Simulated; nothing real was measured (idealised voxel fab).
Name of the process module below: voxel quadruple lines
Pictured: cross-section cut, 170 nm wide, on a grid of 5 nm square cells.
When this document writes out a cross-section, it uses a grid of square cells and lists it as bands, beginning at the top and moving down, with a band standing for one or more rows of cells. For a band, the entry starts with two heights in nm, that of the top and then that of the bottom, and carries on with the band's materials in order from left to right, each alongside its width in nm; the word "all across" beside a single material means it fills the band edge to edge, and "empty" means empty space. Below 0: as-received wafer, all one material; heights counted from there. Lowest band: no bottom, goes on down, written "0 and below". Note: "30->40" means the width goes from the first number (top row of the band) to the second number (bottom row) in equal steps per row of cells. It should be understood that the words "no change occurred", when stated for a given step, signify that the cross-section underwent no change in any of its cells during that step. Basically, "Sealed void listing" tells you about the enclosed voids: empty spaces with no open way to the top, 8 cells or bigger, each written width x height at distance, where distance is from the left edge, all in nm. What comes after the settings on a step's line is commentary from the simulator itself on that step. overlay nm: on a step with a mask, how far right of its planned place the mask lay; negative means left.
THESE ARE THE STEPS WE PLANNED FOR THE PROCESS
| 1 | RECEIVE: material Si |
| 2 | CONFORMAL_DEP: material Al2O3, thk nm 5 |
| 3 | DIRECTIONAL_DEP: material W, thk nm 10 |
| 4 | DIRECTIONAL_DEP: material polySi, thk nm 15 |
| 5 | DIRECTIONAL_DEP: material aC, thk nm 20 |
| 6 | PATTERN: tone cover, mask id MANDREL, material resist, width nm 20, pitch nm 60, thk nm 30, overlay nm 0 |
| 7 | DIRECTIONAL_ETCH: etch materials aC, depth nm 20 |
| 8 | STRIP: etch materials resist |
| 9 | CONFORMAL_DEP: material SiO2, thk nm 10 |
| 10 | DIRECTIONAL_ETCH: etch materials SiO2, depth nm 10 |
| 11 | STRIP: etch materials aC |
| 12 | DIRECTIONAL_ETCH: etch materials polySi, depth nm 15 |
| 13 | STRIP: etch materials SiO2 |
| 14 | CONFORMAL_DEP: material SiCN, thk nm 5 |
| 15 | DIRECTIONAL_ETCH: etch materials SiCN, depth nm 5 |
| 16 | STRIP: etch materials polySi |
| 17 | DIRECTIONAL_ETCH: etch materials W, depth nm 10 |
| 18 | STRIP: etch materials SiCN |
| 19 | FILL_DEP: material SiO2, thk nm 10 |
| 20 | CMP: height nm 15 |
SO THIS IS THE INCOMING WAFER IN CROSS-SECTION - IT'S ALREADY BEEN THROUGH STEP 1
* 0 and below  Si all across
* Sealed void listing: none
STARTING STRUCTURE AND PROCESS PLAN ARE AS SHOWN ABOVE, BUT ONE MISTAKE WAS MADE IN RUNNING THE MODULE; THE WAFER CROSS-SECTION AT THE END OF THE MODULE FOLLOWS
* 15 down to 5  35 SiO2, then 5 W, then 5 SiO2, then 5 W, then 10 SiO2, then 5 W, then 5 SiO2, then 5 W, then 20 SiO2, then 5 W, then 5 SiO2, then 5 W, then 10 SiO2, then 5 W, then 5 SiO2, then 5 W, then 35 SiO2
* 5 down to 0  Al2O3 all across
* 0 and below  Si all across
* Sealed void listing: none
Processing error: step 9 was run on a setting that differed from the plan, and what really ran there is CONFORMAL_DEP: material SiO2, thk nm 5
